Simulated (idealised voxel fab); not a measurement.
The process module presented herein is designated voxel ribs on slabs.
FYI the section here is cut, 220 nm wide, cells are 5 nm squares.
Cross-section format: a grid of square cells, given as bands from top to bottom; each band is one or more rows of cells.
Band: top height; bottom height; in nm. Then, left to right: material with width in nm, for each material. "everywhere": a single material spanning edge to edge. "air": empty space.
Height 0 is the level under which the wafer as received is all one material. The lowest band goes on downwards, as in "0 nm and below".
A two-number width, for instance "30 to 40", indicates that the width is equal to the first number in the top row of the band and to the second number in the bottom row, and that it changes by a constant amount per row of cells.
"no alterations made" means the step left every cell of the cross-section as it was.
Closed internal voids: empty space of 8 cells or more with no open way to the top, each as width x height at its distance from the left edge, in nm
Step line, after settings: the simulator's comment on this step.
When a step includes a mask, the "overlay nm" setting on its line states how far to the right of its planned place that mask lay, and negative values state how far to the left.

Set out below are the planned steps of the process
- 1: RECEIVE, material Si
- 2: DIRECTIONAL_DEP, material SiO2, thk nm 30
- 3: DIRECTIONAL_DEP, material polySi, thk nm 15
- 4: PATTERN, tone cover, mask id RIB, material resist, width nm 20, thk nm 15, overlay nm 0
- 5: DIRECTIONAL_ETCH, etch materials polySi, depth nm 10
- 6: STRIP, etch materials resist
- 7: MASKED_ETCH, tone cover, mask id SLAB, width nm 70, etch materials polySi, depth nm 5, overlay nm 0
- 8: FILL_DEP, material SiO2, thk nm 15
- 9: CMP, height nm 55
- 10: DIRECTIONAL_DEP, material TiN, thk nm 5
- 11: DIRECTIONAL_DEP, material aC, thk nm 15
- 12: PATTERN, tone cover, mask id HEATER, material resist, width nm 30, thk nm 35, overlay nm 0
- 13: DIRECTIONAL_ETCH, etch materials aC, depth nm 15
- 14: STRIP, etch materials resist
- 15: DIRECTIONAL_ETCH, etch materials TiN, depth nm 5
- 16: STRIP, etch materials aC
- 17: CONFORMAL_DEP, material SiO2, thk nm 5

Concerning the first of two wafers, which was run in accordance with the plan

Shown in cross-section is the wafer as received, that is, as it stands after step 1
* 0 nm and below | Si everywhere
* Closed internal voids: none

Step 2 done - wafer cross-section
* 30 nm to 0 nm | SiO2 everywhere
* Anything lower than 0 is untouched.

Step 3 done - wafer cross-section
* 45 nm to 30 nm | polySi everywhere
* Anything lower than 30 is untouched.

Step 4 done - wafer cross-section
* 60 nm to 45 nm | 100 air / 20 resist / 100 air
* Anything lower than 45 is untouched.

Step 5 done - wafer cross-section
* 60 nm to 45 nm | 100 air / 20 resist / 100 air
* 45 nm to 35 nm | 100 air / 20 polySi / 100 air
* Anything lower than 35 is untouched.

Step 6 done - wafer cross-section
* 45 nm to 35 nm | 100 air / 20 polySi / 100 air
* Anything lower than 35 is untouched.

Step 7 done - wafer cross-section
* 45 nm to 35 nm | 100 air / 20 polySi / 100 air
* 35 nm to 30 nm | 75 air / 70 polySi / 75 air
* Anything lower than 30 is untouched.

Step 8 done - wafer cross-section
* 60 nm to 45 nm | SiO2 everywhere
* 45 nm to 35 nm | 100 SiO2 / 20 polySi / 100 SiO2
* 35 nm to 30 nm | 75 SiO2 / 70 polySi / 75 SiO2
* Anything lower than 30 is untouched.

Step 9 done - wafer cross-section
* 55 nm to 45 nm | SiO2 everywhere
* Anything lower than 45 is untouched.

Step 10 done - wafer cross-section
* 60 nm to 55 nm | TiN everywhere
* Anything lower than 55 is untouched.

Step 11 done - wafer cross-section
* 75 nm to 60 nm | aC everywhere
* Anything lower than 60 is untouched.

Step 12 done - wafer cross-section
* 110 nm to 75 nm | 95 air / 30 resist / 95 air
* Anything lower than 75 is untouched.

Step 13 done - wafer cross-section
* 95 nm to 75 nm | 95 air / 30 resist / 95 air
* 75 nm to 60 nm | 95 air / 30 aC / 95 air
* Anything lower than 60 is untouched.

Step 14 done - wafer cross-section
* 75 nm to 60 nm | 95 air / 30 aC / 95 air
* Anything lower than 60 is untouched.

Step 15 done - wafer cross-section
* 75 nm to 60 nm | 95 air / 30 aC / 95 air
* 60 nm to 55 nm | 95 air / 30 TiN / 95 air
* Anything lower than 55 is untouched.

Step 16 done - wafer cross-section
* 60 nm to 55 nm | 95 air / 30 TiN / 95 air
* Anything lower than 55 is untouched.

Step 17 done - wafer cross-section
* 65 nm to 60 nm | 90 air / 40 SiO2 / 90 air
* 60 nm to 55 nm | 95 SiO2 / 30 TiN / 95 SiO2
* Anything lower than 55 is untouched.

Here the second wafer is described. Its start and its plan were those of the first wafer. Its run contained one mistake. Up to and including step 9, it did exactly what the first wafer did

Second wafer, sectioned view, at step 10's planned end time
* 70 nm to 55 nm | TiN everywhere
* Anything lower than 55 is untouched.

Second wafer, sectioned view, at step 11's planned end time
* 85 nm to 70 nm | aC everywhere
* Anything lower than 70 is untouched.

Second wafer, sectioned view, at step 12's planned end time
* 120 nm to 85 nm | 95 air / 30 resist / 95 air
* Anything lower than 85 is untouched.

Second wafer, sectioned view, at step 13's planned end time
* 105 nm to 85 nm | 95 air / 30 resist / 95 air
* 85 nm to 70 nm | 95 air / 30 aC / 95 air
* Anything lower than 70 is untouched.

Second wafer, sectioned view, at step 14's planned end time
* 85 nm to 70 nm | 95 air / 30 aC / 95 air
* Anything lower than 70 is untouched.

Second wafer, sectioned view, at step 15's planned end time
* 85 nm to 70 nm | 95 air / 30 aC / 95 air
* 70 nm to 65 nm | 95 air / 30 TiN / 95 air
* Anything lower than 65 is untouched.

Second wafer, sectioned view, at step 16's planned end time
* 70 nm to 65 nm | 95 air / 30 TiN / 95 air
* Anything lower than 65 is untouched.

Second wafer, sectioned view, at step 17's planned end time
* 75 nm to 70 nm | 90 air / 40 SiO2 / 90 air
* 70 nm to 65 nm | 95 SiO2 / 30 TiN / 95 SiO2
* Anything lower than 65 is untouched.
So what did we get wrong on this run? step 10, actual vs plan mismatch, actual run DIRECTIONAL_DEP, material TiN, thk nm 15
Heads up, by the end the second wafer has more or fewer cells of some materials compared to the first: +88 TiN
